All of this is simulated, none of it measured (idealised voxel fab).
This section sets out a process module, namely voxel quadruple lines.
FYI the section here is cut, 190 nm wide, cells are 5 nm squares.
Each cross-section below is a grid of square cells, stated as bands in top-down order, with one or more rows of cells making up each band. First you get the band's top height and its bottom height, in nm, and then the materials it's made of, left to right, with each width in nm. If you see a single material with "throughout", that one covers the band edge to edge. "blank" is empty space. Heads up on the height convention: 0 is the point under which the incoming wafer is all one material, and the lowest band has no bottom, it just keeps going down, like "0 nm and below". Note: "30 to 40" means the width goes from the first number (top row of the band) to the second number (bottom row) in equal steps per row of cells. Take "remained the same" at face value: in the step it is given for, the cross-section changed in none of its cells. Enclosed voids (no open way to top), threshold 8 cells or more, entry "Unvented internal voids", notation width x height at distance, distance from left edge, nm. What comes after the settings on a step's line is commentary from the simulator itself on that step. If you see "overlay nm" on a step's line and that step has a mask, it's telling you how far right of where it was planned the mask ended up; a negative number means it went left instead.

**So here's the lineup of process steps we planned**
- 1: RECEIVE with material Si
- 2: CONFORMAL_DEP with material SiO2, thk nm 10
- 3: DIRECTIONAL_DEP with material W, thk nm 15
- 4: DIRECTIONAL_DEP with material polySi, thk nm 15
- 5: DIRECTIONAL_DEP with material aC, thk nm 25
- 6: PATTERN with tone cover, mask id MANDREL, material resist, width nm 20, pitch nm 60, thk nm 30, overlay nm 0
- 7: DIRECTIONAL_ETCH with etch materials aC, depth nm 25
- 8: STRIP with etch materials resist
- 9: CONFORMAL_DEP with material SiO2, thk nm 10
- 10: DIRECTIONAL_ETCH with etch materials SiO2, depth nm 10
- 11: STRIP with etch materials aC
- 12: DIRECTIONAL_ETCH with etch materials polySi, depth nm 15
- 13: STRIP with etch materials SiO2
- 14: CONFORMAL_DEP with material SiCN, thk nm 5
- 15: DIRECTIONAL_ETCH with etch materials SiCN, depth nm 5
- 16: STRIP with etch materials polySi
- 17: DIRECTIONAL_ETCH with etch materials W, depth nm 15
- 18: STRIP with etch materials SiCN

**The first of two wafers, run as planned**

**So this is the incoming wafer in cross-section - it's already been through step 1**
	0 nm and below: Si throughout
	Unvented internal voids: none

**The wafer in cross-section once step 2 is complete**
	10 nm to 0 nm: SiO2 throughout
	All layers under 0 are left as they were.

**The wafer in cross-section once step 3 is complete**
	25 nm to 10 nm: W throughout
	All layers under 10 are left as they were.

**The wafer in cross-section once step 4 is complete**
	40 nm to 25 nm: polySi throughout
	All layers under 25 are left as they were.

**The wafer in cross-section once step 5 is complete**
	65 nm to 40 nm: aC throughout
	All layers under 40 are left as they were.

**The wafer in cross-section once step 6 is complete**
	95 nm to 65 nm: 55 of blank, 20 of resist, 40 of blank, 20 of resist, 55 of blank
	All layers under 65 are left as they were.

**The wafer in cross-section once step 7 is complete**
	70 nm to 65 nm: 55 of blank, 20 of resist, 40 of blank, 20 of resist, 55 of blank
	65 nm to 40 nm: 55 of blank, 20 of aC, 40 of blank, 20 of aC, 55 of blank
	All layers under 40 are left as they were.

**The wafer in cross-section once step 8 is complete**
	65 nm to 40 nm: 55 of blank, 20 of aC, 40 of blank, 20 of aC, 55 of blank
	All layers under 40 are left as they were.

**The wafer in cross-section once step 9 is complete**
	75 nm to 65 nm: 45 of blank, 40 of SiO2, 20 of blank, 40 of SiO2, 45 of blank
	65 nm to 50 nm: 45 of blank, 10 of SiO2, 20 of aC, 10 of SiO2, 20 of blank, 10 of SiO2, 20 of aC, 10 of SiO2, 45 of blank
	50 nm to 40 nm: 55 of SiO2, 20 of aC, 40 of SiO2, 20 of aC, 55 of SiO2
	All layers under 40 are left as they were.

**The wafer in cross-section once step 10 is complete**
	65 nm to 40 nm: 45 of blank, 10 of SiO2, 20 of aC, 10 of SiO2, 20 of blank, 10 of SiO2, 20 of aC, 10 of SiO2, 45 of blank
	All layers under 40 are left as they were.

**The wafer in cross-section once step 11 is complete**
	65 nm to 40 nm: 45 of blank, 10 of SiO2, 20 of blank, 10 of SiO2, 20 of blank, 10 of SiO2, 20 of blank, 10 of SiO2, 45 of blank
	All layers under 40 are left as they were.

**The wafer in cross-section once step 12 is complete**
	65 nm to 40 nm: 45 of blank, 10 of SiO2, 20 of blank, 10 of SiO2, 20 of blank, 10 of SiO2, 20 of blank, 10 of SiO2, 45 of blank
	40 nm to 25 nm: 45 of blank, 10 of polySi, 20 of blank, 10 of polySi, 20 of blank, 10 of polySi, 20 of blank, 10 of polySi, 45 of blank
	All layers under 25 are left as they were.

**The wafer in cross-section once step 13 is complete**
	40 nm to 25 nm: 45 of blank, 10 of polySi, 20 of blank, 10 of polySi, 20 of blank, 10 of polySi, 20 of blank, 10 of polySi, 45 of blank
	All layers under 25 are left as they were.

**The wafer in cross-section once step 14 is complete**
	45 nm to 40 nm: 40 of blank, 20 of SiCN, 10 of blank, 20 of SiCN, 10 of blank, 20 of SiCN, 10 of blank, 20 of SiCN, 40 of blank
	40 nm to 30 nm: 40 of blank, 5 of SiCN, 10 of polySi, 5 of SiCN, 10 of blank, 5 of SiCN, 10 of polySi, 5 of SiCN, 10 of blank, 5 of SiCN, 10 of polySi, 5 of SiCN, 10 of blank, 5 of SiCN, 10 of polySi, 5 of SiCN, 40 of blank
	30 nm to 25 nm: 45 of SiCN, 10 of polySi, 20 of SiCN, 10 of polySi, 20 of SiCN, 10 of polySi, 20 of SiCN, 10 of polySi, 45 of SiCN
	All layers under 25 are left as they were.

**The wafer in cross-section once step 15 is complete**
	40 nm to 25 nm: 40 of blank, 5 of SiCN, 10 of polySi, 5 of SiCN, 10 of blank, 5 of SiCN, 10 of polySi, 5 of SiCN, 10 of blank, 5 of SiCN, 10 of polySi, 5 of SiCN, 10 of blank, 5 of SiCN, 10 of polySi, 5 of SiCN, 40 of blank
	All layers under 25 are left as they were.

**The wafer in cross-section once step 16 is complete**
	40 nm to 25 nm: 40 of blank, 5 of SiCN, 10 of blank, 5 of SiCN, 10 of blank, 5 of SiCN, 10 of blank, 5 of SiCN, 10 of blank, 5 of SiCN, 10 of blank, 5 of SiCN, 10 of blank, 5 of SiCN, 10 of blank, 5 of SiCN, 40 of blank
	All layers under 25 are left as they were.

**The wafer in cross-section once step 17 is complete**
	40 nm to 25 nm: 40 of blank, 5 of SiCN, 10 of blank, 5 of SiCN, 10 of blank, 5 of SiCN, 10 of blank, 5 of SiCN, 10 of blank, 5 of SiCN, 10 of blank, 5 of SiCN, 10 of blank, 5 of SiCN, 10 of blank, 5 of SiCN, 40 of blank
	25 nm to 10 nm: 40 of blank, 5 of W, 10 of blank, 5 of W, 10 of blank, 5 of W, 10 of blank, 5 of W, 10 of blank, 5 of W, 10 of blank, 5 of W, 10 of blank, 5 of W, 10 of blank, 5 of W, 40 of blank
	All layers under 10 are left as they were.

**The wafer in cross-section once step 18 is complete**
	25 nm to 10 nm: 40 of blank, 5 of W, 10 of blank, 5 of W, 10 of blank, 5 of W, 10 of blank, 5 of W, 10 of blank, 5 of W, 10 of blank, 5 of W, 10 of blank, 5 of W, 10 of blank, 5 of W, 40 of blank
	All layers under 10 are left as they were.

**Okay, second wafer. Nothing different at the start, nothing different in the plan, just one mistake somewhere in the running. As far as step 5, counting that step, it's the first wafer all over again**

**Second wafer shown in cross-section at the time step 6 was slated to end**
	95 nm to 65 nm: 55 of resist, 20 of blank, 40 of resist, 20 of blank, 55 of resist
	All layers under 65 are left as they were.

**Second wafer shown in cross-section at the time step 7 was slated to end**
	70 nm to 65 nm: 55 of resist, 20 of blank, 40 of resist, 20 of blank, 55 of resist
	65 nm to 40 nm: 55 of aC, 20 of blank, 40 of aC, 20 of blank, 55 of aC
	All layers under 40 are left as they were.

**Second wafer shown in cross-section at the time step 8 was slated to end**
	65 nm to 40 nm: 55 of aC, 20 of blank, 40 of aC, 20 of blank, 55 of aC
	All layers under 40 are left as they were.

**Second wafer shown in cross-section at the time step 9 was slated to end**
	75 nm to 65 nm: SiO2 throughout
	65 nm to 40 nm: 55 of aC, 20 of SiO2, 40 of aC, 20 of SiO2, 55 of aC
	All layers under 40 are left as they were.

**Second wafer shown in cross-section at the time step 10 was slated to end**
	65 nm to 40 nm: 55 of aC, 20 of SiO2, 40 of aC, 20 of SiO2, 55 of aC
	All layers under 40 are left as they were.

**Second wafer shown in cross-section at the time step 11 was slated to end**
	65 nm to 40 nm: 55 of blank, 20 of SiO2, 40 of blank, 20 of SiO2, 55 of blank
	All layers under 40 are left as they were.

**Second wafer shown in cross-section at the time step 12 was slated to end**
	65 nm to 40 nm: 55 of blank, 20 of SiO2, 40 of blank, 20 of SiO2, 55 of blank
	40 nm to 25 nm: 55 of blank, 20 of polySi, 40 of blank, 20 of polySi, 55 of blank
	All layers under 25 are left as they were.

**Second wafer shown in cross-section at the time step 13 was slated to end**
	40 nm to 25 nm: 55 of blank, 20 of polySi, 40 of blank, 20 of polySi, 55 of blank
	All layers under 25 are left as they were.

**Second wafer shown in cross-section at the time step 14 was slated to end**
	45 nm to 40 nm: 50 of blank, 30 of SiCN, 30 of blank, 30 of SiCN, 50 of blank
	40 nm to 30 nm: 50 of blank, 5 of SiCN, 20 of polySi, 5 of SiCN, 30 of blank, 5 of SiCN, 20 of polySi, 5 of SiCN, 50 of blank
	30 nm to 25 nm: 55 of SiCN, 20 of polySi, 40 of SiCN, 20 of polySi, 55 of SiCN
	All layers under 25 are left as they were.

**Second wafer shown in cross-section at the time step 15 was slated to end**
	40 nm to 25 nm: 50 of blank, 5 of SiCN, 20 of polySi, 5 of SiCN, 30 of blank, 5 of SiCN, 20 of polySi, 5 of SiCN, 50 of blank
	All layers under 25 are left as they were.

**Second wafer shown in cross-section at the time step 16 was slated to end**
	40 nm to 25 nm: 50 of blank, 5 of SiCN, 20 of blank, 5 of SiCN, 30 of blank, 5 of SiCN, 20 of blank, 5 of SiCN, 50 of blank
	All layers under 25 are left as they were.

**Second wafer shown in cross-section at the time step 17 was slated to end**
	40 nm to 25 nm: 50 of blank, 5 of SiCN, 20 of blank, 5 of SiCN, 30 of blank, 5 of SiCN, 20 of blank, 5 of SiCN, 50 of blank
	25 nm to 10 nm: 50 of blank, 5 of W, 20 of blank, 5 of W, 30 of blank, 5 of W, 20 of blank, 5 of W, 50 of blank
	All layers under 10 are left as they were.

**Second wafer shown in cross-section at the time step 18 was slated to end**
	25 nm to 10 nm: 50 of blank, 5 of W, 20 of blank, 5 of W, 30 of blank, 5 of W, 20 of blank, 5 of W, 50 of blank
	All layers under 10 are left as they were.
Deviation from plan: step 6 did not happen as planned, as run it was PATTERN with tone open, mask id MANDREL, material resist, width nm 20, pitch nm 60, thk nm 30, overlay nm 0
At the finish, the second wafer shows more or fewer cells for some materials than the first does: 12 fewer of W
